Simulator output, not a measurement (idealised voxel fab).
Process module, titled voxel spacer lines
The cross-section on display is named cut; it measures 155 nm wide, and its cells are 5 nm squares.
Cross-section, as written here: a square-cell grid given band by band from the top down, where a band holds one or more rows of cells.
First you get the band's top height and its bottom height, in nm, and then the materials it's made of, left to right, with each width in nm. If you see a single material with "everywhere", that one covers the band edge to edge. "air" is empty space.
It should be noted that heights are counted from 0, beneath which the wafer as supplied is of one material throughout, and that the lowest band possesses no lower boundary but continues downward, as written in "0 down".
Top row gets the first number, bottom row gets the second, and each row in between changes by the same step: that is how a band width like "30->40" works.
What does "no change occurred" mean for a step? It means no cell of the cross-section changed in that step.
Listed in "Closed void roster": every empty space of 8 or more cells without an open way to the top. Form: width x height at distance, the distance being from the left edge, all in nm.
Formally, on a step line, whatever follows the settings is a remark that the simulator itself makes on the step.
The "overlay nm" setting may appear on a step's line; for a step that uses a mask, it gives how far to the right of its planned position the mask lay, and a negative value indicates the left.

-- The process steps that were planned are listed below
1) RECEIVE, material Si
2) CONFORMAL_DEP, material Al2O3, thk nm 10
3) DIRECTIONAL_DEP, material W, thk nm 20
4) DIRECTIONAL_DEP, material aC, thk nm 30
5) PATTERN, tone cover, mask id MANDREL, material resist, width nm 15, pitch nm 60, thk nm 40, overlay nm 0
6) DIRECTIONAL_ETCH, etch materials aC, depth nm 30
7) STRIP, etch materials resist
8) CONFORMAL_DEP, material SiN, thk nm 10
9) DIRECTIONAL_ETCH, etch materials SiN, depth nm 10
10) STRIP, etch materials aC
11) DIRECTIONAL_ETCH, etch materials W, depth nm 20
12) STRIP, etch materials SiN
Where the wafers of this document differ is in the width nm of step 5; they start out the same, and the plan states the value that applied to the first wafer.

-- Cross-section of the first incoming wafer of several, state after step 1
	0 down | Si everywhere
	Closed void roster: none

-- Wafer cross-section (first of several) - module end, post step 12 (last step)
	30 to 10 | 30 of air; 10 of W; 15 of air; 10 of W; 25 of air; 10 of W; 15 of air; 10 of W; 30 of air
	10 to 0 | Al2O3 everywhere
	0 down | Si everywhere
	Closed void roster: none

-- The final wafer, sectioned at module end
	30 to 10 | 20 of air; 10 of W; 35 of air; 10 of W; 5 of air; 10 of W; 35 of air; 10 of W; 20 of air
	10 to 0 | Al2O3 everywhere
	0 down | Si everywhere
	Closed void roster: none

-- Wafer rows, end of module: cells per material gained (+) or lost (-) since receipt; closed voids last
width nm 15, +62 Al2O3, +32 W, Closed void roster: none
width nm 20, +62 Al2O3, +32 W, Closed void roster: none
width nm 25, +62 Al2O3, +32 W, Closed void roster: none
width nm 30, +62 Al2O3, +32 W, Closed void roster: none
width nm 35, +62 Al2O3, +32 W, Closed void roster: none
